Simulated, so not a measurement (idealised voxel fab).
The document below concerns the process module designated voxel self aligned vias.
In the cross-section labelled cut, the width is 175 nm and each square cell is 5 nm.
We lay out every cross-section as a grid of square cells and spell it out in bands from the top down, where one band means one or more rows of cells. Quick guide to a band line: top height, bottom height (nm) up front; then every material left to right with its width in nm. Only one material and it's marked "full width"? Then it fills the band edge to edge. And "empty" just means empty space. Counting heights begins at 0, where everything beneath is, in the wafer as received, one material. The lowest band has no bottom; it goes on downwards, as "from 0 down" shows. It should be noted that a width expressed as "30 to 40" varies in equal increments from row to row of cells within the band, taking the value of the first number at the top row and that of the second number at the bottom row. "no change" for a step: no cell of the cross-section changed in that step. This entry, "Entrapped voids", enumerates those empty regions of no fewer than 8 cells that possess no open connection to the top. Each region is reported in the form width x height at distance, the distance being taken from the left edge, with all three quantities expressed in nm. Whatever follows a step's settings on its line is a remark the simulator itself makes about that step. A step's line can hold "overlay nm"; with a mask on that step, the setting says how far right of the planned place the mask lay, while a negative setting says it lay to the left.
PROCESS STEPS FORESEEN IN THE PLAN
1: RECEIVE | material Si
2: CONFORMAL_DEP | material SiO2 | thk nm 15
3: CONFORMAL_DEP | material SiCN | thk nm 5
4: DIRECTIONAL_DEP | material lowk | thk nm 25
5: DIRECTIONAL_DEP | material aC | thk nm 15
6: PATTERN | tone open | mask id LINES | material resist | width nm 25 | pitch nm 65 | thk nm 35 | overlay nm 0
7: DIRECTIONAL_ETCH | etch materials aC | depth nm 15
8: STRIP | etch materials resist
9: DIRECTIONAL_ETCH | etch materials lowk | depth nm 25
10: STRIP | etch materials aC
11: CONFORMAL_DEP | material TiN | thk nm 5
12: FILL_DEP | material W | thk nm 10
13: CMP | height nm 45
14: SELECTIVE_ETCH | etch materials W Ru TiN | depth nm 5
15: FILL_DEP | material SiN | thk nm 5
16: CMP | height nm 45
17: DIRECTIONAL_DEP | material lowk | thk nm 15
18: MASKED_ETCH | tone open | mask id VIAS | width nm 35 | etch materials lowk | depth nm 15 | overlay nm 0
19: MASKED_ETCH | tone open | mask id VIAS | width nm 35 | etch materials SiN | depth nm 5 | overlay nm 0
20: CONFORMAL_DEP | material TiN | thk nm 5
21: FILL_DEP | material Cu | thk nm 5
22: CMP | height nm 60
23: CONFORMAL_DEP | material SiN | thk nm 5
AS RECEIVED (POST STEP 1): CROSS-SECTION
- from 0 down | Si full width
- Entrapped voids: none
AS-PLANNED RUN: CROSS-SECTION OF THE FIRST OF TWO WAFERS AT END OF MODULE
- from 65 to 60 | SiN full width
- from 60 to 50 | 35 nm lowk | 5 nm TiN | 25 nm Cu | 5 nm TiN | 105 nm lowk
- from 50 to 45 | 35 nm lowk | 10 nm TiN | 15 nm Cu | 10 nm TiN | 105 nm lowk
- from 45 to 40 | 40 nm lowk | 25 nm TiN | 40 nm lowk | 25 nm SiN | 45 nm lowk
- from 40 to 25 | 40 nm lowk | 5 nm TiN | 15 nm W | 5 nm TiN | 40 nm lowk | 5 nm TiN | 15 nm W | 5 nm TiN | 45 nm lowk
- from 25 to 20 | 40 nm lowk | 25 nm TiN | 40 nm lowk | 25 nm TiN | 45 nm lowk
- from 20 to 15 | SiCN full width
- from 15 to 0 | SiO2 full width
- from 0 down | Si full width
- Entrapped voids: none
WAFER TWO CROSS-SECTION, MODULE END. START AND PLAN UNCHANGED FROM WAFER ONE; ONE MISTAKE MADE DURING THE RUN
- from 65 to 60 | Cu full width
- from 60 to 50 | 35 nm lowk | 5 nm TiN | 25 nm Cu | 5 nm TiN | 105 nm lowk
- from 50 to 45 | 35 nm lowk | 10 nm TiN | 15 nm Cu | 10 nm TiN | 105 nm lowk
- from 45 to 40 | 40 nm lowk | 25 nm TiN | 40 nm lowk | 25 nm SiN | 45 nm lowk
- from 40 to 25 | 40 nm lowk | 5 nm TiN | 15 nm W | 5 nm TiN | 40 nm lowk | 5 nm TiN | 15 nm W | 5 nm TiN | 45 nm lowk
- from 25 to 20 | 40 nm lowk | 25 nm TiN | 40 nm lowk | 25 nm TiN | 45 nm lowk
- from 20 to 15 | SiCN full width
- from 15 to 0 | SiO2 full width
- from 0 down | Si full width
- Entrapped voids: none
Want to know what went wrong? heads up, step 23 didn't go per plan, it actually ran as CONFORMAL_DEP | material Cu | thk nm 5
Upon completion, the second wafer contains, in terms of cells, a greater or smaller amount of certain materials than the first wafer: +35 Cu; -35 SiN
